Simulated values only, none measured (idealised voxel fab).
Title: Process Module voxel plated lines
In the cross-section labelled cut, the width is 155 nm and each square cell is 5 nm.
Think of the cross-section as a grid of square cells. We describe it in bands, top to bottom, and each band covers one or more rows of those cells. The band entry comprises the height of the band's top followed by the height of its bottom, expressed in nm, and subsequently the band's materials from left to right, each stated together with its width in nm. Where a single material is marked with the word "throughout", that material fills the band from edge to edge. The word "empty" represents empty space. Where do heights start? At 0: under that level the wafer as delivered is made of one material only. And the lowest band has no floor; it just carries on downward, as in "0 down". When a width is written as two numbers, as in "30..40", the first number is the width in the top row of cells of the band and the second is the width in its bottom row, and the width changes by the same amount from each row to the next. Any step labelled "identical to before" changed none of the cells in the cross-section. In "Sealed voids" the enclosed voids are listed, meaning empty spaces of 8 cells or larger without any opening to the top. The form is width x height at distance, distance from the left edge, units nm. On a step's line, text after the settings is the simulator commenting on that step. "overlay nm", when on a step's line for a step with a mask, measures how far to the right of its planned place the mask lay; a negative measure means to the left.
-- Intended process steps
1 RECEIVE with material Si
2 CONFORMAL_DEP with material SiO2, thk nm 15
3 DIRECTIONAL_DEP with material TiN, thk nm 5
4 PATTERN with tone open, mask id LINES, material resist, width nm 25, pitch nm 45, thk nm 35, overlay nm 0
5 EPI with material Ru, thk nm 10
6 EPI with material Ru, thk nm 5
7 EPI with material Ru, thk nm 10
8 STRIP with etch materials resist
9 DIRECTIONAL_ETCH with etch materials TiN, depth nm 5
10 CONFORMAL_DEP with material SiCN, thk nm 5
-- So this is the incoming wafer in cross-section - it's already been through step 1
* 0 down = Si throughout
* Sealed voids: none
-- Looking at the first of two wafers in cross-section at end of module - ran to plan
* 50 to 45 = empty: 35; SiCN: 35; empty: 10; SiCN: 35; empty: 40
* 45 to 20 = empty: 35; SiCN: 5; Ru: 25; SiCN: 5; empty: 10; SiCN: 5; Ru: 25; SiCN: 5; empty: 40
* 20 to 15 = SiCN: 40; TiN: 25; SiCN: 20; TiN: 25; SiCN: 45
* 15 to 0 = SiO2 throughout
* 0 down = Si throughout
* Sealed voids: none
-- Cross-section at end of module for the second wafer of two, which matched the first in starting point and plan and differed by one mistake in its processing
* 40 to 35 = empty: 35; SiCN: 35; empty: 10; SiCN: 35; empty: 40
* 35 to 10 = empty: 35; SiCN: 5; Ru: 25; SiCN: 5; empty: 10; SiCN: 5; Ru: 25; SiCN: 5; empty: 40
* 10 to 5 = SiCN: 40; TiN: 25; SiCN: 20; TiN: 25; SiCN: 45
* 5 to 0 = SiO2 throughout
* 0 down = Si throughout
* Sealed voids: none
Deviation noted in wafer processing: in deviation from the planned setting, step 2 was conducted as CONFORMAL_DEP with material SiO2, thk nm 5
at the end the second wafer has, in cells: -62 SiO2
